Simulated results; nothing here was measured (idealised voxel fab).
process module | voxel air gaps
cross-section cut | 190 nm wide | cells 5 nm
A cross-section is a grid of square cells, given in bands from the top down. A band is one or more rows of cells.
Each band's line starts with the height of the band's top and of its bottom, in nm. Then come its materials from left to right, each with its width in nm. One material with "throughout" fills the band from edge to edge. "air" is empty space.
Height 0 is the level under which the wafer as received is all one material. The lowest band goes on downwards, as in "0 down".
A width such as "30 to 40" changes by the same amount from each row of cells to the next, from the band's top row to its bottom row.
"no change" after a step means that no cell of the cross-section changed.
closed voids: empty space of 8 cells or more with no open way to the top, each as width x height at its distance from the left edge, in nm
after a step's settings: what the simulator itself notes on the step
overlay nm, on a step with a mask: how far to the right of its planned place the mask lay; to the left if negative
plan
1 op RECEIVE | material Si
2 op CONFORMAL_DEP | material SiO2 | thk nm 15
3 op CONFORMAL_DEP | material SiCN | thk nm 5
4 op DIRECTIONAL_DEP | material lowk | thk nm 35
5 op DIRECTIONAL_DEP | material aC | thk nm 15
6 op PATTERN | tone open | mask id LINES | material resist | width nm 15 | pitch nm 45 | thk nm 30 | overlay nm 0
7 op DIRECTIONAL_ETCH | etch materials aC | depth nm 15
8 op STRIP | etch materials resist
9 op DIRECTIONAL_ETCH | etch materials lowk | depth nm 35
10 op STRIP | etch materials aC
11 op CONFORMAL_DEP | material TiN | thk nm 5
12 op FILL_DEP | material Cu | thk nm 10
13 op CMP | height nm 55
14 op EPI | material Ru | thk nm 10
15 op SELECTIVE_ETCH | etch materials lowk | depth nm 45
16 op CONFORMAL_DEP | material SiCN | thk nm 5
varied across the wafers: thk nm of step 3. The plan shows the first wafer's value. All wafers start alike
first wafer as received, after step 1
  0 down: Si throughout
  closed voids: none
each wafer at the end: cells of each material gained (+) or lost (-) since it was received, then its closed voids
thk nm 5 | +18 Cu | +42 Ru | +154 SiCN | +114 SiO2 | +45 TiN | closed voids: 20 x 25 at 60; 20 x 25 at 105
thk nm 10 | +15 Cu | +42 Ru | +186 SiCN | +114 SiO2 | +39 TiN | closed voids: 20 x 20 at 60; 20 x 20 at 105
thk nm 15 | +12 Cu | +42 Ru | +218 SiCN | +114 SiO2 | +33 TiN | closed voids: 20 x 15 at 60; 20 x 15 at 105
thk nm 20 | +9 Cu | +42 Ru | +250 SiCN | +114 SiO2 | +27 TiN | closed voids: 20 x 10 at 60; 20 x 10 at 105
